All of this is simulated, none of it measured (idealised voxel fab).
process module | voxel capacitor over wiring
cross-section cut | 285 nm wide | cells 5 nm
A cross-section is a grid of square cells, given in bands from the top down. A band is one or more rows of cells.
Each band's line starts with the height of the band's top and of its bottom, in nm. Then come its materials from left to right, each with its width in nm. One material with "throughout" fills the band from edge to edge. "air" is empty space.
Height 0 is the level under which the wafer as received is all one material. The lowest band goes on downwards, as in "0 down".
A width such as "30 to 40" changes by the same amount from each row of cells to the next, from the band's top row to its bottom row.
"no change" after a step means that no cell of the cross-section changed.
closed voids: empty space of 8 cells or more with no open way to the top, each as width x height at its distance from the left edge, in nm
after a step's settings: what the simulator itself notes on the step
overlay nm, on a step with a mask: how far to the right of its planned place the mask lay; to the left if negative
plan
1 op RECEIVE | material Si
2 op CONFORMAL_DEP | material SiO2 | thk nm 15
3 op DIRECTIONAL_DEP | material TiN | thk nm 5
4 op DIRECTIONAL_DEP | material W | thk nm 25
5 op MASKED_ETCH | tone cover | mask id METAL_1 | width nm 20 | pitch nm 85 | etch materials W | depth nm 25 | overlay nm 0
6 op MASKED_ETCH | tone cover | mask id METAL_1 | width nm 20 | pitch nm 85 | etch materials TiN | depth nm 5 | overlay nm 0
7 op CONFORMAL_DEP | material SiCN | thk nm 5
8 op FILL_DEP | material SiO2 | thk nm 5
9 op CMP | height nm 45
10 op CONFORMAL_DEP | material SiCN | thk nm 5
11 op DIRECTIONAL_DEP | material SiO2 | thk nm 15
12 op PATTERN | tone open | mask id PLUG_1 | material resist | width nm 15 | thk nm 20 | overlay nm 0
13 op DIRECTIONAL_ETCH | etch materials SiO2 | depth nm 15
14 op DIRECTIONAL_ETCH | etch materials SiCN | depth nm 5
15 op STRIP | etch materials resist
16 op EPI | material Ru | thk nm 10
17 op EPI | material Ru | thk nm 10
18 op DIRECTIONAL_DEP | material TiN | thk nm 5
19 op DIRECTIONAL_DEP | material SiN | thk nm 5
20 op DIRECTIONAL_DEP | material TiN | thk nm 5
21 op MASKED_ETCH | tone cover | mask id UPPER_PLATE | width nm 70 | etch materials TiN | depth nm 5 | overlay nm 0
22 op MASKED_ETCH | tone cover | mask id UPPER_PLATE | width nm 70 | etch materials SiN | depth nm 5 | overlay nm 0
23 op MASKED_ETCH | tone cover | mask id LOWER_PLATE | width nm 80 | etch materials TiN | depth nm 5 | overlay nm 0
24 op FILL_DEP | material SiO2 | thk nm 20
25 op CMP | height nm 95
26 op PATTERN | tone open | mask id PLUG_2 | material resist | width nm 15 | thk nm 15 | overlay nm 0
27 op DIRECTIONAL_ETCH | etch materials SiO2 | depth nm 15
28 op STRIP | etch materials resist
29 op CONFORMAL_DEP | material TiN | thk nm 5
30 op FILL_DEP | material Cu | thk nm 5
31 op CMP | height nm 95
32 op CONFORMAL_DEP | material SiN | thk nm 5
first wafer, as planned
as received, after step 1
  0 down: Si throughout
  closed voids: none
after step 2
  15 to 0: SiO2 throughout
  below 0: unchanged
after step 3
  20 to 15: TiN throughout
  below 15: unchanged
after step 4
  45 to 20: W throughout
  below 20: unchanged
after step 5
  45 to 20: air 90 | W 20 | air 65 | W 20 | air 90
  below 20: unchanged
after step 6
  45 to 20: air 90 | W 20 | air 65 | W 20 | air 90
  20 to 15: air 90 | TiN 20 | air 65 | TiN 20 | air 90
  below 15: unchanged
after step 7
  50 to 45: air 85 | SiCN 30 | air 55 | SiCN 30 | air 85
  45 to 20: air 85 | SiCN 5 | W 20 | SiCN 5 | air 55 | SiCN 5 | W 20 | SiCN 5 | air 85
  20 to 15: SiCN 90 | TiN 20 | SiCN 65 | TiN 20 | SiCN 90
  below 15: unchanged
after step 8
  55 to 50: SiO2 throughout
  50 to 45: SiO2 85 | SiCN 30 | SiO2 55 | SiCN 30 | SiO2 85
  45 to 20: SiO2 85 | SiCN 5 | W 20 | SiCN 5 | SiO2 55 | SiCN 5 | W 20 | SiCN 5 | SiO2 85
  below 20: unchanged
after step 9
  45 to 20: SiO2 85 | SiCN 5 | W 20 | SiCN 5 | SiO2 55 | SiCN 5 | W 20 | SiCN 5 | SiO2 85
  below 20: unchanged
after step 10
  50 to 45: SiCN throughout
  below 45: unchanged
after step 11
  65 to 50: SiO2 throughout
  below 50: unchanged
after step 12
  85 to 65: resist 95 | air 15 | resist 175
  below 65: unchanged
after step 13
  85 to 65: resist 95 | air 15 | resist 175
  65 to 50: SiO2 95 | air 15 | SiO2 175
  below 50: unchanged
after step 14
  85 to 65: resist 95 | air 15 | resist 175
  65 to 50: SiO2 95 | air 15 | SiO2 175
  50 to 45: SiCN 95 | air 15 | SiCN 175
  below 45: unchanged
after step 15
  65 to 50: SiO2 95 | air 15 | SiO2 175
  below 50: unchanged
after step 16
  65 to 55: SiO2 95 | air 15 | SiO2 175
  55 to 50: SiO2 95 | Ru 15 | SiO2 175
  50 to 45: SiCN 95 | Ru 15 | SiCN 175
  below 45: unchanged
after step 17
  65 to 50: SiO2 95 | Ru 15 | SiO2 175
  below 50: unchanged
after step 18
  70 to 65: TiN throughout
  below 65: unchanged
after step 19
  75 to 70: SiN throughout
  below 70: unchanged
after step 20
  80 to 75: TiN throughout
  below 75: unchanged
after step 21
  80 to 75: air 95 | TiN 70 | air 120
  below 75: unchanged
after step 22
  80 to 75: air 95 | TiN 70 | air 120
  75 to 70: air 95 | SiN 70 | air 120
  below 70: unchanged
after step 23
  80 to 75: air 95 | TiN 70 | air 120
  75 to 70: air 95 | SiN 70 | air 120
  70 to 65: air 90 | TiN 80 | air 115
  below 65: unchanged
after step 24
  100 to 80: SiO2 throughout
  80 to 75: SiO2 95 | TiN 70 | SiO2 120
  75 to 70: SiO2 95 | SiN 70 | SiO2 120
  70 to 65: SiO2 90 | TiN 80 | SiO2 115
  below 65: unchanged
after step 25
  95 to 80: SiO2 throughout
  below 80: unchanged
after step 26
  110 to 95: resist 105 | air 15 | resist 165
  below 95: unchanged
after step 27
  110 to 95: resist 105 | air 15 | resist 165
  95 to 80: SiO2 105 | air 15 | SiO2 165
  below 80: unchanged
after step 28
  95 to 80: SiO2 105 | air 15 | SiO2 165
  below 80: unchanged
after step 29
  100 to 95: TiN 110 | air 5 | TiN 170
  95 to 85: SiO2 105 | TiN 5 | air 5 | TiN 5 | SiO2 165
  85 to 75: SiO2 105 to 95 | TiN 15 to 70 | SiO2 165 to 120
  below 75: unchanged
after step 30
  105 to 100: Cu throughout
  100 to 95: TiN 110 | Cu 5 | TiN 170
  95 to 85: SiO2 105 | TiN 5 | Cu 5 | TiN 5 | SiO2 165
  below 85: unchanged
after step 31
  95 to 85: SiO2 105 | TiN 5 | Cu 5 | TiN 5 | SiO2 165
  below 85: unchanged
after step 32
  100 to 95: SiN throughout
  below 95: unchanged
second wafer: like start, like plan, one mistake. Through step 4 it matches the first wafer
when step 5 should have ended
  45 to 20: W 90 | air 20 | W 65 | air 20 | W 90
  below 20: unchanged
when step 6 should have ended: no change
when step 7 should have ended
  50 to 45: SiCN 95 | air 10 | SiCN 75 | air 10 | SiCN 95
  45 to 25: W 90 | SiCN 5 | air 10 | SiCN 5 | W 65 | SiCN 5 | air 10 | SiCN 5 | W 90
  25 to 20: W 90 | SiCN 20 | W 65 | SiCN 20 | W 90
  below 20: unchanged
when step 8 should have ended
  55 to 50: SiO2 throughout
  50 to 45: SiCN 95 | SiO2 10 | SiCN 75 | SiO2 10 | SiCN 95
  45 to 25: W 90 | SiCN 5 | SiO2 10 | SiCN 5 | W 65 | SiCN 5 | SiO2 10 | SiCN 5 | W 90
  below 25: unchanged
when step 9 should have ended
  45 to 25: W 90 | SiCN 5 | SiO2 10 | SiCN 5 | W 65 | SiCN 5 | SiO2 10 | SiCN 5 | W 90
  below 25: unchanged
when step 10 should have ended
  50 to 45: SiCN throughout
  below 45: unchanged
when step 11 should have ended
  65 to 50: SiO2 throughout
  below 50: unchanged
when step 12 should have ended
  85 to 65: resist 95 | air 15 | resist 175
  below 65: unchanged
when step 13 should have ended
  85 to 65: resist 95 | air 15 | resist 175
  65 to 50: SiO2 95 | air 15 | SiO2 175
  below 50: unchanged
when step 14 should have ended
  85 to 65: resist 95 | air 15 | resist 175
  65 to 50: SiO2 95 | air 15 | SiO2 175
  50 to 45: SiCN 95 | air 15 | SiCN 175
  below 45: unchanged
when step 15 should have ended
  65 to 50: SiO2 95 | air 15 | SiO2 175
  below 50: unchanged
when step 16 should have ended: no change
when step 17 should have ended: no change
when step 18 should have ended
  70 to 65: TiN 95 | air 15 | TiN 175
  65 to 50: SiO2 95 | air 15 | SiO2 175
  50 to 45: SiCN 95 | TiN 15 | SiCN 175
  below 45: unchanged
when step 19 should have ended
  75 to 70: SiN 95 | air 15 | SiN 175
  70 to 65: TiN 95 | air 15 | TiN 175
  65 to 55: SiO2 95 | air 15 | SiO2 175
  55 to 50: SiO2 95 | SiN 15 | SiO2 175
  below 50: unchanged
when step 20 should have ended
  80 to 75: TiN 95 | air 15 | TiN 175
  75 to 70: SiN 95 | air 15 | SiN 175
  70 to 65: TiN 95 | air 15 | TiN 175
  65 to 60: SiO2 95 | air 15 | SiO2 175
  60 to 55: SiO2 95 | TiN 15 | SiO2 175
  below 55: unchanged
when step 21 should have ended
  80 to 75: air 110 | TiN 55 | air 120
  below 75: unchanged
when step 22 should have ended
  80 to 75: air 110 | TiN 55 | air 120
  75 to 70: air 110 | SiN 55 | air 120
  below 70: unchanged
when step 23 should have ended
  80 to 75: air 110 | TiN 55 | air 120
  75 to 70: air 110 | SiN 55 | air 120
  70 to 65: air 90 | TiN 5 | air 15 | TiN 60 | air 115
  below 65: unchanged
when step 24 should have ended
  100 to 80: SiO2 throughout
  80 to 75: SiO2 110 | TiN 55 | SiO2 120
  75 to 70: SiO2 110 | SiN 55 | SiO2 120
  70 to 65: SiO2 90 | TiN 5 | SiO2 15 | TiN 60 | SiO2 115
  65 to 60: SiO2 throughout
  below 60: unchanged
when step 25 should have ended
  95 to 80: SiO2 throughout
  below 80: unchanged
when step 26 should have ended
  110 to 95: resist 105 | air 15 | resist 165
  below 95: unchanged
when step 27 should have ended
  110 to 95: resist 105 | air 15 | resist 165
  95 to 80: SiO2 105 | air 15 | SiO2 165
  below 80: unchanged
when step 28 should have ended
  95 to 80: SiO2 105 | air 15 | SiO2 165
  below 80: unchanged
when step 29 should have ended
  100 to 95: TiN 110 | air 5 | TiN 170
  95 to 85: SiO2 105 | TiN 5 | air 5 | TiN 5 | SiO2 165
  85 to 75: SiO2 105 to 110 | TiN 15 to 55 | SiO2 165 to 120
  below 75: unchanged
when step 30 should have ended
  105 to 100: Cu throughout
  100 to 95: TiN 110 | Cu 5 | TiN 170
  95 to 85: SiO2 105 | TiN 5 | Cu 5 | TiN 5 | SiO2 165
  below 85: unchanged
when step 31 should have ended
  95 to 85: SiO2 105 | TiN 5 | Cu 5 | TiN 5 | SiO2 165
  below 85: unchanged
when step 32 should have ended
  100 to 95: SiN throughout
  below 95: unchanged
what went wrong: step 5 ran as: op MASKED_ETCH | tone open | mask id METAL_1 | width nm 20 | pitch nm 85 | etch materials W | depth nm 25 | overlay nm 0
at the end the second wafer has, in cells: 12 fewer of Ru | 45 fewer of SiCN | 197 fewer of SiO2 | 49 more of TiN | 205 more of W
